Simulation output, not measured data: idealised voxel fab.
process module | voxel released beams
cross-section cut | 195 nm wide | cells 5 nm
A cross-section is a grid of square cells, given in bands from the top down. A band is one or more rows of cells.
Each band's line starts with the height of the band's top and of its bottom, in nm. Then come its materials from left to right, each with its width in nm. One material with "throughout" fills the band from edge to edge. "air" is empty space.
Height 0 is the level under which the wafer as received is all one material. The lowest band goes on downwards, as in "0 down".
A width such as "30 to 40" changes by the same amount from each row of cells to the next, from the band's top row to its bottom row.
"no change" after a step means that no cell of the cross-section changed.
closed voids: empty space of 8 cells or more with no open way to the top, each as width x height at its distance from the left edge, in nm
after a step's settings: what the simulator itself notes on the step
overlay nm, on a step with a mask: how far to the right of its planned place the mask lay; to the left if negative
Each pair below shows a cross-section before one step and the cross-section after it, down to the lowest band that changed. The line under each pair gives the step between them, with its settings. The pairs can come from different runs of this module on the same starting wafer, so a pair continues from the pair above only where its "before" says so.
before
  0 down: Si throughout
  closed voids: none
after
  5 to 0: SiN throughout
  below 0: unchanged
  closed voids: none
the step between: op CONFORMAL_DEP | material SiN | thk nm 5
before: the cross-section after the pair above
after
  15 to 5: SiO2 throughout
  below 5: unchanged
  closed voids: none
the step between: op DIRECTIONAL_DEP | material SiO2 | thk nm 10
before: the cross-section after the pair above
after
  15 to 5: SiO2 40 | air 45 | SiO2 110
  below 5: unchanged
  closed voids: none
the step between: op MASKED_ETCH | tone open | mask id ANCHOR | width nm 45 | etch materials SiO2 | depth nm 10 | overlay nm 0
before: the cross-section after the pair above
after
  30 to 20: TiN 55 | air 15 | TiN 125
  20 to 15: TiN throughout
  15 to 5: SiO2 40 | TiN 45 | SiO2 110
  below 5: unchanged
  closed voids: none
the step between: op CONFORMAL_DEP | material TiN | thk nm 15
before: the cross-section after the pair above
after
  40 to 30: aC 55 | air 15 | aC 125
  30 to 20: TiN 55 | aC 15 | TiN 125
  below 20: unchanged
  closed voids: none
the step between: op DIRECTIONAL_DEP | material aC | thk nm 10
before: the cross-section after the pair above
after
  70 to 40: air 35 | resist 120 | air 40
  40 to 30: aC 55 | resist 15 | aC 125
  below 30: unchanged
  closed voids: none
the step between: op PATTERN | tone cover | mask id BEAM | material resist | width nm 120 | thk nm 30 | overlay nm 0
before: the cross-section after the pair above
after
  60 to 40: air 35 | resist 120 | air 40
  40 to 30: air 35 | aC 20 | resist 15 | aC 85 | air 40
  below 30: unchanged
  closed voids: none
the step between: op DIRECTIONAL_ETCH | etch materials aC | depth nm 10
before: the cross-section after the pair above
after
  40 to 30: air 35 | aC 20 | air 15 | aC 85 | air 40
  below 30: unchanged
  closed voids: none
the step between: op STRIP | etch materials resist
before: the cross-section after the pair above
after
  40 to 30: air 35 | aC 20 | air 15 | aC 85 | air 40
  30 to 20: air 35 | TiN 20 | aC 15 | TiN 85 | air 40
  20 to 15: air 35 | TiN 120 | air 40
  below 15: unchanged
  closed voids: none
the step between: op DIRECTIONAL_ETCH | etch materials TiN | depth nm 15
before: the cross-section after the pair above
after
  30 to 20: air 35 | TiN 20 | air 15 | TiN 85 | air 40
  below 20: unchanged
  closed voids: none
the step between: op STRIP | etch materials aC
before: the cross-section after the pair above
after
  30 to 20: air 35 | TiN 20 | air 15 | TiN 85 | air 40
  20 to 15: air 35 | TiN 120 | air 40
  15 to 5: air 40 | TiN 45 | air 110
  below 5: unchanged
  closed voids: none
the step between: op STRIP | etch materials SiO2
before
  0 down: Si throughout
  closed voids: none
after
  10 to 0: SiO2 throughout
  below 0: unchanged
  closed voids: none
the step between: op DIRECTIONAL_DEP | material SiO2 | thk nm 10
before: the cross-section after the pair above
after
  10 to 0: SiO2 40 | air 45 | SiO2 110
  below 0: unchanged
  closed voids: none
the step between: op MASKED_ETCH | tone open | mask id ANCHOR | width nm 45 | etch materials SiO2 | depth nm 10 | overlay nm 0
before: the cross-section after the pair above
after
  25 to 15: TiN 55 | air 15 | TiN 125
  15 to 10: TiN throughout
  10 to 0: SiO2 40 | TiN 45 | SiO2 110
  below 0: unchanged
  closed voids: none
the step between: op CONFORMAL_DEP | material TiN | thk nm 15
before: the cross-section after the pair above
after
  35 to 25: aC 55 | air 15 | aC 125
  25 to 15: TiN 55 | aC 15 | TiN 125
  below 15: unchanged
  closed voids: none
the step between: op DIRECTIONAL_DEP | material aC | thk nm 10
before: the cross-section after the pair above
after
  65 to 35: air 35 | resist 120 | air 40
  35 to 25: aC 55 | resist 15 | aC 125
  below 25: unchanged
  closed voids: none
the step between: op PATTERN | tone cover | mask id BEAM | material resist | width nm 120 | thk nm 30 | overlay nm 0
before: the cross-section after the pair above
after
  55 to 35: air 35 | resist 120 | air 40
  35 to 25: air 35 | aC 20 | resist 15 | aC 85 | air 40
  below 25: unchanged
  closed voids: none
the step between: op DIRECTIONAL_ETCH | etch materials aC | depth nm 10
before: the cross-section after the pair above
after
  35 to 25: air 35 | aC 20 | air 15 | aC 85 | air 40
  below 25: unchanged
  closed voids: none
the step between: op STRIP | etch materials resist
before: the cross-section after the pair above
after
  35 to 25: air 35 | aC 20 | air 15 | aC 85 | air 40
  25 to 15: air 35 | TiN 20 | aC 15 | TiN 85 | air 40
  15 to 10: air 35 | TiN 120 | air 40
  below 10: unchanged
  closed voids: none
the step between: op DIRECTIONAL_ETCH | etch materials TiN | depth nm 15
before: the cross-section after the pair above
after
  25 to 15: air 35 | TiN 20 | air 15 | TiN 85 | air 40
  below 15: unchanged
  closed voids: none
the step between: op STRIP | etch materials aC
before: the cross-section after the pair above
after
  25 to 15: air 35 | TiN 20 | air 15 | TiN 85 | air 40
  15 to 10: air 35 | TiN 120 | air 40
  10 to 0: air 40 | TiN 45 | air 110
  below 0: unchanged
  closed voids: none
the step between: op STRIP | etch materials SiO2
before
  30 to 20: TiN 55 | air 15 | TiN 125
  20 to 15: TiN throughout
  15 to 5: SiO2 40 | TiN 45 | SiO2 110
  5 to 0: SiN throughout
  0 down: Si throughout
  closed voids: none
after
  45 to 15: TiN throughout
  below 15: unchanged
  closed voids: none
the step between: op CONFORMAL_DEP | material TiN | thk nm 15
before: the cross-section after the pair above
after
  55 to 45: aC throughout
  below 45: unchanged
  closed voids: none
the step between: op DIRECTIONAL_DEP | material aC | thk nm 10
before: the cross-section after the pair above
after
  85 to 55: air 35 | resist 120 | air 40
  below 55: unchanged
  closed voids: none
the step between: op PATTERN | tone cover | mask id BEAM | material resist | width nm 120 | thk nm 30 | overlay nm 0
before: the cross-section after the pair above
after
  75 to 55: air 35 | resist 120 | air 40
  55 to 45: air 35 | aC 120 | air 40
  below 45: unchanged
  closed voids: none
the step between: op DIRECTIONAL_ETCH | etch materials aC | depth nm 10
before: the cross-section after the pair above
after
  55 to 45: air 35 | aC 120 | air 40
  below 45: unchanged
  closed voids: none
the step between: op STRIP | etch materials resist
before: the cross-section after the pair above
after
  55 to 45: air 35 | aC 120 | air 40
  45 to 30: air 35 | TiN 120 | air 40
  below 30: unchanged
  closed voids: none
the step between: op DIRECTIONAL_ETCH | etch materials TiN | depth nm 15
before: the cross-section after the pair above
after
  45 to 30: air 35 | TiN 120 | air 40
  below 30: unchanged
  closed voids: none
the step between: op STRIP | etch materials aC
before
  10 to 0: SiO2 throughout
  0 down: Si throughout
  closed voids: none
after
  15 to 10: SiN throughout
  below 10: unchanged
  closed voids: none
the step between: op CONFORMAL_DEP | material SiN | thk nm 5
before: the cross-section after the pair above
after
  30 to 15: TiN throughout
  below 15: unchanged
  closed voids: none
the step between: op CONFORMAL_DEP | material TiN | thk nm 15
before: the cross-section after the pair above
after
  40 to 30: aC throughout
  below 30: unchanged
  closed voids: none
the step between: op DIRECTIONAL_DEP | material aC | thk nm 10
before: the cross-section after the pair above
after
  70 to 40: air 35 | resist 120 | air 40
  below 40: unchanged
  closed voids: none
the step between: op PATTERN | tone cover | mask id BEAM | material resist | width nm 120 | thk nm 30 | overlay nm 0
before: the cross-section after the pair above
after
  60 to 40: air 35 | resist 120 | air 40
  40 to 30: air 35 | aC 120 | air 40
  below 30: unchanged
  closed voids: none
the step between: op DIRECTIONAL_ETCH | etch materials aC | depth nm 10
before: the cross-section after the pair above
after
  40 to 30: air 35 | aC 120 | air 40
  below 30: unchanged
  closed voids: none
the step between: op STRIP | etch materials resist
before: the cross-section after the pair above
after
  40 to 30: air 35 | aC 120 | air 40
  30 to 15: air 35 | TiN 120 | air 40
  below 15: unchanged
  closed voids: none
the step between: op DIRECTIONAL_ETCH | etch materials TiN | depth nm 15
before: the cross-section after the pair above
after
  30 to 15: air 35 | TiN 120 | air 40
  below 15: unchanged
  closed voids: none
the step between: op STRIP | etch materials aC
before
  15 to 5: SiO2 40 | air 45 | SiO2 110
  5 to 0: SiN throughout
  0 down: Si throughout
  closed voids: none
after
  40 to 15: TiN throughout
  15 to 5: SiO2 40 | TiN 45 | SiO2 110
  below 5: unchanged
  closed voids: none
the step between: op CONFORMAL_DEP | material TiN | thk nm 25
before: the cross-section after the pair above
after
  50 to 40: aC throughout
  below 40: unchanged
  closed voids: none
the step between: op DIRECTIONAL_DEP | material aC | thk nm 10
before: the cross-section after the pair above
after
  80 to 50: air 35 | resist 120 | air 40
  below 50: unchanged
  closed voids: none
the step between: op PATTERN | tone cover | mask id BEAM | material resist | width nm 120 | thk nm 30 | overlay nm 0
before: the cross-section after the pair above
after
  70 to 50: air 35 | resist 120 | air 40
  50 to 40: air 35 | aC 120 | air 40
  below 40: unchanged
  closed voids: none
the step between: op DIRECTIONAL_ETCH | etch materials aC | depth nm 10
before: the cross-section after the pair above
after
  50 to 40: air 35 | aC 120 | air 40
  below 40: unchanged
  closed voids: none
the step between: op STRIP | etch materials resist
before: the cross-section after the pair above
after
  50 to 40: air 35 | aC 120 | air 40
  40 to 25: air 35 | TiN 120 | air 40
  below 25: unchanged
  closed voids: none
the step between: op DIRECTIONAL_ETCH | etch materials TiN | depth nm 15
before: the cross-section after the pair above
after
  40 to 25: air 35 | TiN 120 | air 40
  below 25: unchanged
  closed voids: none
the step between: op STRIP | etch materials aC
before
  40 to 30: aC 55 | air 15 | aC 125
  30 to 20: TiN 55 | aC 15 | TiN 125
  20 to 15: TiN throughout
  15 to 5: SiO2 40 | TiN 45 | SiO2 110
  5 to 0: SiN throughout
  0 down: Si throughout
  closed voids: none
after
  70 to 40: air 40 | resist 115 | air 40
  40 to 30: aC 55 | resist 15 | aC 125
  below 30: unchanged
  closed voids: none
the step between: op PATTERN | tone cover | mask id BEAM | material resist | width nm 115 | thk nm 30 | overlay nm 0
before: the cross-section after the pair above
after
  60 to 40: air 40 | resist 115 | air 40
  40 to 30: air 40 | aC 15 | resist 15 | aC 85 | air 40
  below 30: unchanged
  closed voids: none
the step between: op DIRECTIONAL_ETCH | etch materials aC | depth nm 10
before: the cross-section after the pair above
after
  40 to 30: air 40 | aC 15 | air 15 | aC 85 | air 40
  below 30: unchanged
  closed voids: none
the step between: op STRIP | etch materials resist
before: the cross-section after the pair above
after
  40 to 30: air 40 | aC 15 | air 15 | aC 85 | air 40
  30 to 20: air 40 | TiN 15 | aC 15 | TiN 85 | air 40
  20 to 15: air 40 | TiN 115 | air 40
  below 15: unchanged
  closed voids: none
the step between: op DIRECTIONAL_ETCH | etch materials TiN | depth nm 15
before: the cross-section after the pair above
after
  30 to 20: air 40 | TiN 15 | air 15 | TiN 85 | air 40
  below 20: unchanged
  closed voids: none
the step between: op STRIP | etch materials aC
before: the cross-section after the pair above
after
  30 to 20: air 40 | TiN 15 | air 15 | TiN 85 | air 40
  20 to 15: air 40 | TiN 115 | air 40
  15 to 5: air 40 | TiN 45 | air 110
  below 5: unchanged
  closed voids: none
the step between: op STRIP | etch materials SiO2
before
  40 to 30: aC 55 | air 15 | aC 125
  30 to 20: TiN 55 | aC 15 | TiN 125
  20 to 15: TiN throughout
  15 to 5: SiO2 40 | TiN 45 | SiO2 110
  5 to 0: SiN throughout
  0 down: Si throughout
  closed voids: none
after
  70 to 40: air 40 | resist 120 | air 35
  40 to 30: aC 55 | resist 15 | aC 125
  below 30: unchanged
  closed voids: none
the step between: op PATTERN | tone cover | mask id BEAM | material resist | width nm 120 | thk nm 30 | overlay nm 5
before: the cross-section after the pair above
after
  60 to 40: air 40 | resist 120 | air 35
  40 to 30: air 40 | aC 15 | resist 15 | aC 90 | air 35
  below 30: unchanged
  closed voids: none
the step between: op DIRECTIONAL_ETCH | etch materials aC | depth nm 10
before: the cross-section after the pair above
after
  40 to 30: air 40 | aC 15 | air 15 | aC 90 | air 35
  below 30: unchanged
  closed voids: none
the step between: op STRIP | etch materials resist
before: the cross-section after the pair above
after
  40 to 30: air 40 | aC 15 | air 15 | aC 90 | air 35
  30 to 20: air 40 | TiN 15 | aC 15 | TiN 90 | air 35
  20 to 15: air 40 | TiN 120 | air 35
  below 15: unchanged
  closed voids: none
the step between: op DIRECTIONAL_ETCH | etch materials TiN | depth nm 15
before: the cross-section after the pair above
after
  30 to 20: air 40 | TiN 15 | air 15 | TiN 90 | air 35
  below 20: unchanged
  closed voids: none
the step between: op STRIP | etch materials aC
before: the cross-section after the pair above
after
  30 to 20: air 40 | TiN 15 | air 15 | TiN 90 | air 35
  20 to 15: air 40 | TiN 120 | air 35
  15 to 5: air 40 | TiN 45 | air 110
  below 5: unchanged
  closed voids: none
the step between: op STRIP | etch materials SiO2
before
  30 to 20: TiN 55 | air 15 | TiN 125
  20 to 15: TiN throughout
  15 to 5: SiO2 40 | TiN 45 | SiO2 110
  5 to 0: SiN throughout
  0 down: Si throughout
  closed voids: none
after
  40 to 30: SiN 55 | air 15 | SiN 125
  30 to 20: TiN 55 | SiN 15 | TiN 125
  below 20: unchanged
  closed voids: none
the step between: op DIRECTIONAL_DEP | material SiN | thk nm 10
before: the cross-section after the pair above
after
  70 to 40: air 35 | resist 120 | air 40
  40 to 30: SiN 55 | resist 15 | SiN 125
  below 30: unchanged
  closed voids: none
the step between: op PATTERN | tone cover | mask id BEAM | material resist | width nm 120 | thk nm 30 | overlay nm 0
before: the cross-section after the pair above
after
  60 to 40: air 35 | resist 120 | air 40
  below 40: unchanged
  closed voids: none
the step between: op DIRECTIONAL_ETCH | etch materials aC | depth nm 10
before: the cross-section after the pair above
after
  40 to 30: SiN 55 | air 15 | SiN 125
  below 30: unchanged
  closed voids: none
the step between: op STRIP | etch materials resist
before
  15 to 5: SiO2 throughout
  5 to 0: SiN throughout
  0 down: Si throughout
  closed voids: none
after
  15 to 5: air 40 | SiO2 45 | air 110
  below 5: unchanged
  closed voids: none
the step between: op MASKED_ETCH | tone cover | mask id ANCHOR | width nm 45 | etch materials SiO2 | depth nm 10 | overlay nm 0
before: the cross-section after the pair above
after
  30 to 20: air 25 | TiN 75 | air 95
  20 to 15: TiN throughout
  15 to 5: TiN 40 | SiO2 45 | TiN 110
  below 5: unchanged
  closed voids: none
the step between: op CONFORMAL_DEP | material TiN | thk nm 15
before: the cross-section after the pair above
after
  40 to 30: air 25 | aC 75 | air 95
  30 to 20: aC 25 | TiN 75 | aC 95
  below 20: unchanged
  closed voids: none
the step between: op DIRECTIONAL_DEP | material aC | thk nm 10
before: the cross-section after the pair above
after
  70 to 40: air 35 | resist 120 | air 40
  40 to 30: air 25 | aC 75 | resist 55 | air 40
  below 30: unchanged
  closed voids: none
the step between: op PATTERN | tone cover | mask id BEAM | material resist | width nm 120 | thk nm 30 | overlay nm 0
before: the cross-section after the pair above
after
  60 to 40: air 35 | resist 120 | air 40
  40 to 30: air 35 | aC 65 | resist 55 | air 40
  30 to 20: air 25 | TiN 75 | aC 55 | air 40
  below 20: unchanged
  closed voids: none
the step between: op DIRECTIONAL_ETCH | etch materials aC | depth nm 10
before: the cross-section after the pair above
after
  40 to 30: air 35 | aC 65 | air 95
  below 30: unchanged
  closed voids: none
the step between: op STRIP | etch materials resist
before: the cross-section after the pair above
after
  40 to 30: air 35 | aC 65 | air 95
  30 to 20: air 35 | TiN 65 | aC 55 | air 40
  20 to 15: air 35 | TiN 120 | air 40
  15 to 5: air 25 | TiN 15 | SiO2 45 | TiN 70 | air 40
  below 5: unchanged
  closed voids: none
the step between: op DIRECTIONAL_ETCH | etch materials TiN | depth nm 15
before: the cross-section after the pair above
after
  30 to 20: air 35 | TiN 65 | air 95
  below 20: unchanged
  closed voids: none
the step between: op STRIP | etch materials aC
